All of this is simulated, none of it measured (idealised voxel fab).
voxel transistor to metal: a process module
Square cell edge 5 nm, section width 185 nm, ID cut.
In what follows, cross-sections appear as grids of square cells, described through bands that run from the top down, where every band is one or more rows of cells.
Each band's line starts with the height of the band's top and of its bottom, in nm. Then come its materials from left to right, each with its width in nm. One material with "full width" fills the band from edge to edge. "blank" is empty space.
Measure heights from 0. That's the level where, below it, the as-received wafer is all one material. The lowest band is bottomless and extends downward; write it as in "0 nm and below".
A two-number width, for instance "30..40", indicates that the width is equal to the first number in the top row of the band and to the second number in the bottom row, and that it changes by a constant amount per row of cells.
"everything unchanged", as given for a step, is the statement that not any cell of the cross-section underwent a change during that step.
"Completely sealed voids": sealed empty spaces, 8 cells or more, no open way to top, listed width x height at distance, with distance from the left edge and width, height and distance in nm.
If you see something after the settings on a step's line, that's the simulator's own remark about that step.
overlay nm: for a step with a mask, the amount by which the mask lay right of where it was planned; a negative amount means left of it.
# The planned process steps are enumerated hereunder
- 1: RECEIVE, material Si
- 2: OXIDIZE, depth nm 5
- 3: CONFORMAL_DEP, material SiN, thk nm 15
- 4: DIRECTIONAL_DEP, material aC, thk nm 10
- 5: PATTERN, tone cover, mask id ACTIVE, material resist, width nm 105, thk nm 30, overlay nm 0
- 6: DIRECTIONAL_ETCH, etch materials aC, depth nm 10
- 7: STRIP, etch materials resist
- 8: DIRECTIONAL_ETCH, etch materials SiN, depth nm 15
- 9: DIRECTIONAL_ETCH, etch materials SiO2, depth nm 5
- 10: DIRECTIONAL_ETCH, etch materials Si, depth nm 35
- 11: STRIP, etch materials aC
- 12: FILL_DEP, material SiO2, thk nm 10
- 13: CMP, height nm 15
- 14: SELECTIVE_ETCH, etch materials SiO2, depth nm 10
- 15: STRIP, etch materials SiN
- 16: SELECTIVE_ETCH, etch materials SiO2, depth nm 5
- 17: OXIDIZE, depth nm 5
- 18: DIRECTIONAL_DEP, material polySi, thk nm 20
- 19: DIRECTIONAL_DEP, material SiCN, thk nm 10
- 20: MASKED_ETCH, tone cover, mask id GATE, width nm 25, etch materials SiCN, depth nm 20, overlay nm 0
- 21: MASKED_ETCH, tone cover, mask id GATE, width nm 25, etch materials polySi, depth nm 30, overlay nm 0
- 22: CONFORMAL_DEP, material SiN, thk nm 5
- 23: DIRECTIONAL_ETCH, etch materials SiN, depth nm 5
- 24: DIRECTIONAL_ETCH, etch materials SiO2, depth nm 5
- 25: DIRECTIONAL_ETCH, etch materials Si, depth nm 10
- 26: EPI, material pSi, thk nm 10
- 27: FILL_DEP, material SiO2, thk nm 10
- 28: CMP, height nm 25
- 29: DIRECTIONAL_DEP, material SiO2, thk nm 10
- 30: PATTERN, tone open, mask id CONTACT, material resist, width nm 30, pitch nm 65, thk nm 15, overlay nm 0
- 31: DIRECTIONAL_ETCH, etch materials SiO2, depth nm 45
- 32: STRIP, etch materials resist
- 33: CONFORMAL_DEP, material TiN, thk nm 5
- 34: FILL_DEP, material Ru, thk nm 10
- 35: CMP, height nm 35
- 36: DIRECTIONAL_DEP, material TiN, thk nm 5
- 37: DIRECTIONAL_DEP, material W, thk nm 20
- 38: DIRECTIONAL_DEP, material aC, thk nm 15
- 39: PATTERN, tone cover, mask id METAL_1, material resist, width nm 15, pitch nm 80, thk nm 35, overlay nm 0
- 40: DIRECTIONAL_ETCH, etch materials aC, depth nm 15
- 41: STRIP, etch materials resist
- 42: DIRECTIONAL_ETCH, etch materials W, depth nm 20
- 43: DIRECTIONAL_ETCH, etch materials TiN, depth nm 5
- 44: STRIP, etch materials aC
- 45: FILL_DEP, material SiO2, thk nm 10
- 46: CMP, height nm 60
- 47: CONFORMAL_DEP, material SiCN, thk nm 5
- 48: DIRECTIONAL_DEP, material lowk, thk nm 30
- 49: DIRECTIONAL_DEP, material aC, thk nm 10
- 50: PATTERN, tone open, mask id METAL_2, material resist, width nm 15, pitch nm 80, thk nm 25, overlay nm 0
- 51: DIRECTIONAL_ETCH, etch materials aC, depth nm 10
- 52: STRIP, etch materials resist
- 53: DIRECTIONAL_ETCH, etch materials lowk, depth nm 15
- 54: STRIP, etch materials aC
- 55: DIRECTIONAL_DEP, material aC, thk nm 10
- 56: PATTERN, tone open, mask id METAL_2_HOLES, material resist, width nm 15, pitch nm 80, thk nm 25, overlay nm 0
- 57: DIRECTIONAL_ETCH, etch materials aC, depth nm 10
- 58: STRIP, etch materials resist
- 59: DIRECTIONAL_ETCH, etch materials lowk, depth nm 15
- 60: DIRECTIONAL_ETCH, etch materials SiCN, depth nm 5
- 61: STRIP, etch materials aC
- 62: CONFORMAL_DEP, material TiN, thk nm 5
- 63: FILL_DEP, material Cu, thk nm 10
- 64: CMP, height nm 95
- 65: CONFORMAL_DEP, material SiCN, thk nm 5
# The first of the two wafers, which ran as planned
# As-received wafer cross-section (after step 1)
  0 nm and below = Si full width
  Completely sealed voids: none
# Cross-section through the wafer, step 2 finished
  0 nm to -5 nm = SiO2 full width
  Whatever lies below -5 is exactly as it was before.
# Cross-section through the wafer, step 3 finished
  15 nm to 0 nm = SiN full width
  Whatever lies below 0 is exactly as it was before.
# Cross-section through the wafer, step 4 finished
  25 nm to 15 nm = aC full width
  Whatever lies below 15 is exactly as it was before.
# Cross-section through the wafer, step 5 finished
  55 nm to 25 nm = blank: 40  resist: 105  blank: 40
  Whatever lies below 25 is exactly as it was before.
# Cross-section through the wafer, step 6 finished
  45 nm to 25 nm = blank: 40  resist: 105  blank: 40
  25 nm to 15 nm = blank: 40  aC: 105  blank: 40
  Whatever lies below 15 is exactly as it was before.
# Cross-section through the wafer, step 7 finished
  25 nm to 15 nm = blank: 40  aC: 105  blank: 40
  Whatever lies below 15 is exactly as it was before.
# Cross-section through the wafer, step 8 finished
  25 nm to 15 nm = blank: 40  aC: 105  blank: 40
  15 nm to 0 nm = blank: 40  SiN: 105  blank: 40
  Whatever lies below 0 is exactly as it was before.
# Cross-section through the wafer, step 9 finished
  25 nm to 15 nm = blank: 40  aC: 105  blank: 40
  15 nm to 0 nm = blank: 40  SiN: 105  blank: 40
  0 nm to -5 nm = blank: 40  SiO2: 105  blank: 40
  Whatever lies below -5 is exactly as it was before.
# Cross-section through the wafer, step 10 finished
  25 nm to 15 nm = blank: 40  aC: 105  blank: 40
  15 nm to 0 nm = blank: 40  SiN: 105  blank: 40
  0 nm to -5 nm = blank: 40  SiO2: 105  blank: 40
  -5 nm to -40 nm = blank: 40  Si: 105  blank: 40
  Whatever lies below -40 is exactly as it was before.
# Cross-section through the wafer, step 11 finished
  15 nm to 0 nm = blank: 40  SiN: 105  blank: 40
  Whatever lies below 0 is exactly as it was before.
# Cross-section through the wafer, step 12 finished
  25 nm to 15 nm = SiO2 full width
  15 nm to 0 nm = SiO2: 40  SiN: 105  SiO2: 40
  0 nm to -5 nm = SiO2 full width
  -5 nm to -40 nm = SiO2: 40  Si: 105  SiO2: 40
  Whatever lies below -40 is exactly as it was before.
# Cross-section through the wafer, step 13 finished
  15 nm to 0 nm = SiO2: 40  SiN: 105  SiO2: 40
  Whatever lies below 0 is exactly as it was before.
# Cross-section through the wafer, step 14 finished
  15 nm to 5 nm = blank: 40  SiN: 105  blank: 40
  Whatever lies below 5 is exactly as it was before.
# Cross-section through the wafer, step 15 finished
  5 nm to 0 nm = SiO2: 40  blank: 105  SiO2: 40
  Whatever lies below 0 is exactly as it was before.
# Cross-section through the wafer, step 16 finished
  0 nm to -5 nm = SiO2: 35  blank: 115  SiO2: 35
  Whatever lies below -5 is exactly as it was before.
# Cross-section through the wafer, step 17 finished
  0 nm to -5 nm = SiO2: 35  blank: 115  SiO2: 35
  -5 nm to -10 nm = SiO2 full width
  Whatever lies below -10 is exactly as it was before.
# Cross-section through the wafer, step 18 finished
  20 nm to 15 nm = polySi: 35  blank: 115  polySi: 35
  15 nm to 0 nm = polySi full width
  0 nm to -5 nm = SiO2: 35  polySi: 115  SiO2: 35
  Whatever lies below -5 is exactly as it was before.
# Cross-section through the wafer, step 19 finished
  30 nm to 25 nm = SiCN: 35  blank: 115  SiCN: 35
  25 nm to 20 nm = SiCN full width
  20 nm to 15 nm = polySi: 35  SiCN: 115  polySi: 35
  Whatever lies below 15 is exactly as it was before.
# Cross-section through the wafer, step 20 finished
  25 nm to 20 nm = blank: 80  SiCN: 25  blank: 80
  20 nm to 15 nm = polySi: 35  blank: 45  SiCN: 25  blank: 45  polySi: 35
  Whatever lies below 15 is exactly as it was before.
# Cross-section through the wafer, step 21 finished
  25 nm to 15 nm = blank: 80  SiCN: 25  blank: 80
  15 nm to 0 nm = blank: 80  polySi: 25  blank: 80
  0 nm to -5 nm = SiO2: 35  blank: 45  polySi: 25  blank: 45  SiO2: 35
  Whatever lies below -5 is exactly as it was before.
# Cross-section through the wafer, step 22 finished
  30 nm to 25 nm = blank: 75  SiN: 35  blank: 75
  25 nm to 15 nm = blank: 75  SiN: 5  SiCN: 25  SiN: 5  blank: 75
  15 nm to 5 nm = blank: 75  SiN: 5  polySi: 25  SiN: 5  blank: 75
  5 nm to 0 nm = SiN: 40  blank: 35  SiN: 5  polySi: 25  SiN: 5  blank: 35  SiN: 40
  0 nm to -5 nm = SiO2: 35  SiN: 45  polySi: 25  SiN: 45  SiO2: 35
  Whatever lies below -5 is exactly as it was before.
# Cross-section through the wafer, step 23 finished
  25 nm to 15 nm = blank: 75  SiN: 5  SiCN: 25  SiN: 5  blank: 75
  15 nm to 0 nm = blank: 75  SiN: 5  polySi: 25  SiN: 5  blank: 75
  0 nm to -5 nm = SiO2: 35  SiN: 5  blank: 35  SiN: 5  polySi: 25  SiN: 5  blank: 35  SiN: 5  SiO2: 35
  Whatever lies below -5 is exactly as it was before.
# Cross-section through the wafer, step 24 finished
  25 nm to 15 nm = blank: 75  SiN: 5  SiCN: 25  SiN: 5  blank: 75
  15 nm to 0 nm = blank: 75  SiN: 5  polySi: 25  SiN: 5  blank: 75
  0 nm to -5 nm = blank: 35  SiN: 5  blank: 35  SiN: 5  polySi: 25  SiN: 5  blank: 35  SiN: 5  blank: 35
  -5 nm to -10 nm = SiO2: 40  blank: 35  SiO2: 35  blank: 35  SiO2: 40
  Whatever lies below -10 is exactly as it was before.
# Cross-section through the wafer, step 25 finished
  25 nm to 15 nm = blank: 75  SiN: 5  SiCN: 25  SiN: 5  blank: 75
  15 nm to 0 nm = blank: 75  SiN: 5  polySi: 25  SiN: 5  blank: 75
  0 nm to -5 nm = blank: 35  SiN: 5  blank: 35  SiN: 5  polySi: 25  SiN: 5  blank: 35  SiN: 5  blank: 35
  -5 nm to -10 nm = SiO2: 40  blank: 35  SiO2: 35  blank: 35  SiO2: 40
  -10 nm to -20 nm = SiO2: 40  blank: 35  Si: 35  blank: 35  SiO2: 40
  Whatever lies below -20 is exactly as it was before.
# Cross-section through the wafer, step 26 finished
  25 nm to 15 nm = blank: 75  SiN: 5  SiCN: 25  SiN: 5  blank: 75
  15 nm to 0 nm = blank: 75  SiN: 5  polySi: 25  SiN: 5  blank: 75
  0 nm to -5 nm = blank: 35  SiN: 5  blank: 25  pSi: 10  SiN: 5  polySi: 25  SiN: 5  pSi: 10  blank: 25  SiN: 5  blank: 35
  -5 nm to -10 nm = SiO2: 40  blank: 25  pSi: 10  SiO2: 35  pSi: 10  blank: 25  SiO2: 40
  -10 nm to -20 nm = SiO2: 40  pSi: 35  Si: 35  pSi: 35  SiO2: 40
  Whatever lies below -20 is exactly as it was before.
# Cross-section through the wafer, step 27 finished
  35 nm to 25 nm = SiO2 full width
  25 nm to 15 nm = SiO2: 75  SiN: 5  SiCN: 25  SiN: 5  SiO2: 75
  15 nm to 0 nm = SiO2: 75  SiN: 5  polySi: 25  SiN: 5  SiO2: 75
  0 nm to -5 nm = SiO2: 35  SiN: 5  SiO2: 25  pSi: 10  SiN: 5  polySi: 25  SiN: 5  pSi: 10  SiO2: 25  SiN: 5  SiO2: 35
  -5 nm to -10 nm = SiO2: 65  pSi: 10  SiO2: 35  pSi: 10  SiO2: 65
  Whatever lies below -10 is exactly as it was before.
# Cross-section through the wafer, step 28 finished
  25 nm to 15 nm = SiO2: 75  SiN: 5  SiCN: 25  SiN: 5  SiO2: 75
  Whatever lies below 15 is exactly as it was before.
# Cross-section through the wafer, step 29 finished
  35 nm to 25 nm = SiO2 full width
  Whatever lies below 25 is exactly as it was before.
# Cross-section through the wafer, step 30 finished
  50 nm to 35 nm = resist: 45  blank: 30  resist: 35  blank: 30  resist: 45
  Whatever lies below 35 is exactly as it was before.
# Cross-section through the wafer, step 31 finished
  50 nm to 35 nm = resist: 45  blank: 30  resist: 35  blank: 30  resist: 45
  35 nm to 25 nm = SiO2: 45  blank: 30  SiO2: 35  blank: 30  SiO2: 45
  25 nm to 15 nm = SiO2: 45  blank: 30  SiN: 5  SiCN: 25  SiN: 5  blank: 30  SiO2: 45
  15 nm to 0 nm = SiO2: 45  blank: 30  SiN: 5  polySi: 25  SiN: 5  blank: 30  SiO2: 45
  0 nm to -5 nm = SiO2: 35  SiN: 5  SiO2: 5  blank: 20  pSi: 10  SiN: 5  polySi: 25  SiN: 5  pSi: 10  blank: 20  SiO2: 5  SiN: 5  SiO2: 35
  -5 nm to -10 nm = SiO2: 45  blank: 20  pSi: 10  SiO2: 35  pSi: 10  blank: 20  SiO2: 45
  Whatever lies below -10 is exactly as it was before.
# Cross-section through the wafer, step 32 finished
  35 nm to 25 nm = SiO2: 45  blank: 30  SiO2: 35  blank: 30  SiO2: 45
  Whatever lies below 25 is exactly as it was before.
# Cross-section through the wafer, step 33 finished
  40 nm to 35 nm = TiN: 50  blank: 20  TiN: 45  blank: 20  TiN: 50
  35 nm to 25 nm = SiO2: 45  TiN: 5  blank: 20  TiN: 5  SiO2: 35  TiN: 5  blank: 20  TiN: 5  SiO2: 45
  25 nm to 15 nm = SiO2: 45  TiN: 5  blank: 20  TiN: 5  SiN: 5  SiCN: 25  SiN: 5  TiN: 5  blank: 20  TiN: 5  SiO2: 45
  15 nm to 5 nm = SiO2: 45  TiN: 5  blank: 20  TiN: 5  SiN: 5  polySi: 25  SiN: 5  TiN: 5  blank: 20  TiN: 5  SiO2: 45
  5 nm to 0 nm = SiO2: 45  TiN: 5  blank: 10  TiN: 15  SiN: 5  polySi: 25  SiN: 5  TiN: 15  blank: 10  TiN: 5  SiO2: 45
  0 nm to -5 nm = SiO2: 35  SiN: 5  SiO2: 5  TiN: 5  blank: 10  TiN: 5  pSi: 10  SiN: 5  polySi: 25  SiN: 5  pSi: 10  TiN: 5  blank: 10  TiN: 5  SiO2: 5  SiN: 5  SiO2: 35
  -5 nm to -10 nm = SiO2: 45  TiN: 20  pSi: 10  SiO2: 35  pSi: 10  TiN: 20  SiO2: 45
  Whatever lies below -10 is exactly as it was before.
# Cross-section through the wafer, step 34 finished
  50 nm to 40 nm = Ru full width
  40 nm to 35 nm = TiN: 50  Ru: 20  TiN: 45  Ru: 20  TiN: 50
  35 nm to 25 nm = SiO2: 45  TiN: 5  Ru: 20  TiN: 5  SiO2: 35  TiN: 5  Ru: 20  TiN: 5  SiO2: 45
  25 nm to 15 nm = SiO2: 45  TiN: 5  Ru: 20  TiN: 5  SiN: 5  SiCN: 25  SiN: 5  TiN: 5  Ru: 20  TiN: 5  SiO2: 45
  15 nm to 5 nm = SiO2: 45  TiN: 5  Ru: 20  TiN: 5  SiN: 5  polySi: 25  SiN: 5  TiN: 5  Ru: 20  TiN: 5  SiO2: 45
  5 nm to 0 nm = SiO2: 45  TiN: 5  Ru: 10  TiN: 15  SiN: 5  polySi: 25  SiN: 5  TiN: 15  Ru: 10  TiN: 5  SiO2: 45
  0 nm to -5 nm = SiO2: 35  SiN: 5  SiO2: 5  TiN: 5  Ru: 10  TiN: 5  pSi: 10  SiN: 5  polySi: 25  SiN: 5  pSi: 10  TiN: 5  Ru: 10  TiN: 5  SiO2: 5  SiN: 5  SiO2: 35
  Whatever lies below -5 is exactly as it was before.
# Cross-section through the wafer, step 35 finished
  35 nm to 25 nm = SiO2: 45  TiN: 5  Ru: 20  TiN: 5  SiO2: 35  TiN: 5  Ru: 20  TiN: 5  SiO2: 45
  Whatever lies below 25 is exactly as it was before.
# Cross-section through the wafer, step 36 finished
  40 nm to 35 nm = TiN full width
  Whatever lies below 35 is exactly as it was before.
# Cross-section through the wafer, step 37 finished
  60 nm to 40 nm = W full width
  Whatever lies below 40 is exactly as it was before.
# Cross-section through the wafer, step 38 finished
  75 nm to 60 nm = aC full width
  Whatever lies below 60 is exactly as it was before.
# Cross-section through the wafer, step 39 finished
  110 nm to 75 nm = blank: 45  resist: 15  blank: 65  resist: 15  blank: 45
  Whatever lies below 75 is exactly as it was before.
# Cross-section through the wafer, step 40 finished
  95 nm to 75 nm = blank: 45  resist: 15  blank: 65  resist: 15  blank: 45
  75 nm to 60 nm = blank: 45  aC: 15  blank: 65  aC: 15  blank: 45
  Whatever lies below 60 is exactly as it was before.
# Cross-section through the wafer, step 41 finished
  75 nm to 60 nm = blank: 45  aC: 15  blank: 65  aC: 15  blank: 45
  Whatever lies below 60 is exactly as it was before.
# Cross-section through the wafer, step 42 finished
  75 nm to 60 nm = blank: 45  aC: 15  blank: 65  aC: 15  blank: 45
  60 nm to 40 nm = blank: 45  W: 15  blank: 65  W: 15  blank: 45
  Whatever lies below 40 is exactly as it was before.
# Cross-section through the wafer, step 43 finished
  75 nm to 60 nm = blank: 45  aC: 15  blank: 65  aC: 15  blank: 45
  60 nm to 40 nm = blank: 45  W: 15  blank: 65  W: 15  blank: 45
  40 nm to 35 nm = blank: 45  TiN: 15  blank: 65  TiN: 15  blank: 45
  Whatever lies below 35 is exactly as it was before.
# Cross-section through the wafer, step 44 finished
  60 nm to 40 nm = blank: 45  W: 15  blank: 65  W: 15  blank: 45
  Whatever lies below 40 is exactly as it was before.
# Cross-section through the wafer, step 45 finished
  70 nm to 60 nm = SiO2 full width
  60 nm to 40 nm = SiO2: 45  W: 15  SiO2: 65  W: 15  SiO2: 45
  40 nm to 35 nm = SiO2: 45  TiN: 15  SiO2: 65  TiN: 15  SiO2: 45
  Whatever lies below 35 is exactly as it was before.
# Cross-section through the wafer, step 46 finished
  60 nm to 40 nm = SiO2: 45  W: 15  SiO2: 65  W: 15  SiO2: 45
  Whatever lies below 40 is exactly as it was before.
# Cross-section through the wafer, step 47 finished
  65 nm to 60 nm = SiCN full width
  Whatever lies below 60 is exactly as it was before.
# Cross-section through the wafer, step 48 finished
  95 nm to 65 nm = lowk full width
  Whatever lies below 65 is exactly as it was before.
# Cross-section through the wafer, step 49 finished
  105 nm to 95 nm = aC full width
  Whatever lies below 95 is exactly as it was before.
# Cross-section through the wafer, step 50 finished
  130 nm to 105 nm = resist: 45  blank: 15  resist: 65  blank: 15  resist: 45
  Whatever lies below 105 is exactly as it was before.
# Cross-section through the wafer, step 51 finished
  120 nm to 105 nm = resist: 45  blank: 15  resist: 65  blank: 15  resist: 45
  105 nm to 95 nm = aC: 45  blank: 15  aC: 65  blank: 15  aC: 45
  Whatever lies below 95 is exactly as it was before.
# Cross-section through the wafer, step 52 finished
  105 nm to 95 nm = aC: 45  blank: 15  aC: 65  blank: 15  aC: 45
  Whatever lies below 95 is exactly as it was before.
# Cross-section through the wafer, step 53 finished
  105 nm to 95 nm = aC: 45  blank: 15  aC: 65  blank: 15  aC: 45
  95 nm to 80 nm = lowk: 45  blank: 15  lowk: 65  blank: 15  lowk: 45
  Whatever lies below 80 is exactly as it was before.
# Cross-section through the wafer, step 54 finished
  95 nm to 80 nm = lowk: 45  blank: 15  lowk: 65  blank: 15  lowk: 45
  Whatever lies below 80 is exactly as it was before.
# Cross-section through the wafer, step 55 finished
  105 nm to 95 nm = aC: 45  blank: 15  aC: 65  blank: 15  aC: 45
  95 nm to 90 nm = lowk: 45  blank: 15  lowk: 65  blank: 15  lowk: 45
  90 nm to 80 nm = lowk: 45  aC: 15  lowk: 65  aC: 15  lowk: 45
  Whatever lies below 80 is exactly as it was before.
# Cross-section through the wafer, step 56 finished
  130 nm to 105 nm = resist: 45  blank: 15  resist: 65  blank: 15  resist: 45
  Whatever lies below 105 is exactly as it was before.
# Cross-section through the wafer, step 57 finished
  120 nm to 105 nm = resist: 45  blank: 15  resist: 65  blank: 15  resist: 45
  105 nm to 95 nm = aC: 45  blank: 15  aC: 65  blank: 15  aC: 45
  95 nm to 80 nm = lowk: 45  blank: 15  lowk: 65  blank: 15  lowk: 45
  Whatever lies below 80 is exactly as it was before.
# Cross-section through the wafer, step 58 finished
  105 nm to 95 nm = aC: 45  blank: 15  aC: 65  blank: 15  aC: 45
  Whatever lies below 95 is exactly as it was before.
# Cross-section through the wafer, step 59 finished
  105 nm to 95 nm = aC: 45  blank: 15  aC: 65  blank: 15  aC: 45
  95 nm to 65 nm = lowk: 45  blank: 15  lowk: 65  blank: 15  lowk: 45
  Whatever lies below 65 is exactly as it was before.
# Cross-section through the wafer, step 60 finished
  105 nm to 95 nm = aC: 45  blank: 15  aC: 65  blank: 15  aC: 45
  95 nm to 65 nm = lowk: 45  blank: 15  lowk: 65  blank: 15  lowk: 45
  65 nm to 60 nm = SiCN: 45  blank: 15  SiCN: 65  blank: 15  SiCN: 45
  Whatever lies below 60 is exactly as it was before.
# Cross-section through the wafer, step 61 finished
  95 nm to 65 nm = lowk: 45  blank: 15  lowk: 65  blank: 15  lowk: 45
  Whatever lies below 65 is exactly as it was before.
# Cross-section through the wafer, step 62 finished
  100 nm to 95 nm = TiN: 50  blank: 5  TiN: 75  blank: 5  TiN: 50
  95 nm to 65 nm = lowk: 45  TiN: 5  blank: 5  TiN: 5  lowk: 65  TiN: 5  blank: 5  TiN: 5  lowk: 45
  65 nm to 60 nm = SiCN: 45  TiN: 15  SiCN: 65  TiN: 15  SiCN: 45
  Whatever lies below 60 is exactly as it was before.
# Cross-section through the wafer, step 63 finished
  110 nm to 100 nm = Cu full width
  100 nm to 95 nm = TiN: 50  Cu: 5  TiN: 75  Cu: 5  TiN: 50
  95 nm to 65 nm = lowk: 45  TiN: 5  Cu: 5  TiN: 5  lowk: 65  TiN: 5  Cu: 5  TiN: 5  lowk: 45
  Whatever lies below 65 is exactly as it was before.
# Cross-section through the wafer, step 64 finished
  95 nm to 65 nm = lowk: 45  TiN: 5  Cu: 5  TiN: 5  lowk: 65  TiN: 5  Cu: 5  TiN: 5  lowk: 45
  Whatever lies below 65 is exactly as it was before.
# Cross-section through the wafer, step 65 finished
  100 nm to 95 nm = SiCN full width
  Whatever lies below 95 is exactly as it was before.
# For the second wafer, take the first wafer's start and plan, then add one mistake made in running it; everything through step 46, that step included, is shared with the first
# when step 47 should have ended
  90 nm to 60 nm = lowk full width
  Whatever lies below 60 is exactly as it was before.
# when step 48 should have ended
  95 nm to 90 nm = SiCN full width
  Whatever lies below 90 is exactly as it was before.
# when step 49 should have ended
  105 nm to 95 nm = aC full width
  Whatever lies below 95 is exactly as it was before.
# when step 50 should have ended
  130 nm to 105 nm = resist: 45  blank: 15  resist: 65  blank: 15  resist: 45
  Whatever lies below 105 is exactly as it was before.
# when step 51 should have ended
  120 nm to 105 nm = resist: 45  blank: 15  resist: 65  blank: 15  resist: 45
  105 nm to 95 nm = aC: 45  blank: 15  aC: 65  blank: 15  aC: 45
  Whatever lies below 95 is exactly as it was before.
# when step 52 should have ended
  105 nm to 95 nm = aC: 45  blank: 15  aC: 65  blank: 15  aC: 45
  Whatever lies below 95 is exactly as it was before.
when step 53 should have ended: everything unchanged
# when step 54 should have ended
  95 nm to 90 nm = SiCN full width
  Whatever lies below 90 is exactly as it was before.
# when step 55 should have ended
  105 nm to 95 nm = aC full width
  Whatever lies below 95 is exactly as it was before.
# when step 56 should have ended
  130 nm to 105 nm = resist: 45  blank: 15  resist: 65  blank: 15  resist: 45
  Whatever lies below 105 is exactly as it was before.
# when step 57 should have ended
  120 nm to 105 nm = resist: 45  blank: 15  resist: 65  blank: 15  resist: 45
  105 nm to 95 nm = aC: 45  blank: 15  aC: 65  blank: 15  aC: 45
  Whatever lies below 95 is exactly as it was before.
# when step 58 should have ended
  105 nm to 95 nm = aC: 45  blank: 15  aC: 65  blank: 15  aC: 45
  Whatever lies below 95 is exactly as it was before.
when step 59 should have ended: everything unchanged
# when step 60 should have ended
  105 nm to 95 nm = aC: 45  blank: 15  aC: 65  blank: 15  aC: 45
  95 nm to 90 nm = SiCN: 45  blank: 15  SiCN: 65  blank: 15  SiCN: 45
  Whatever lies below 90 is exactly as it was before.
# when step 61 should have ended
  95 nm to 90 nm = SiCN: 45  blank: 15  SiCN: 65  blank: 15  SiCN: 45
  Whatever lies below 90 is exactly as it was before.
# when step 62 should have ended
  100 nm to 95 nm = TiN: 50  blank: 5  TiN: 75  blank: 5  TiN: 50
  95 nm to 90 nm = SiCN: 45  TiN: 15  SiCN: 65  TiN: 15  SiCN: 45
  Whatever lies below 90 is exactly as it was before.
# when step 63 should have ended
  110 nm to 100 nm = Cu full width
  100 nm to 95 nm = TiN: 50  Cu: 5  TiN: 75  Cu: 5  TiN: 50
  Whatever lies below 95 is exactly as it was before.
# when step 64 should have ended
  95 nm to 90 nm = SiCN: 45  TiN: 15  SiCN: 65  TiN: 15  SiCN: 45
  Whatever lies below 90 is exactly as it was before.
# when step 65 should have ended
  100 nm to 95 nm = SiCN full width
  Whatever lies below 95 is exactly as it was before.
Deviation from plan: step 47 ran in the slot meant for step 48, and vice versa
Materials where the second wafer ends with more or fewer cells than the first: -12 Cu; -24 TiN; +36 lowk
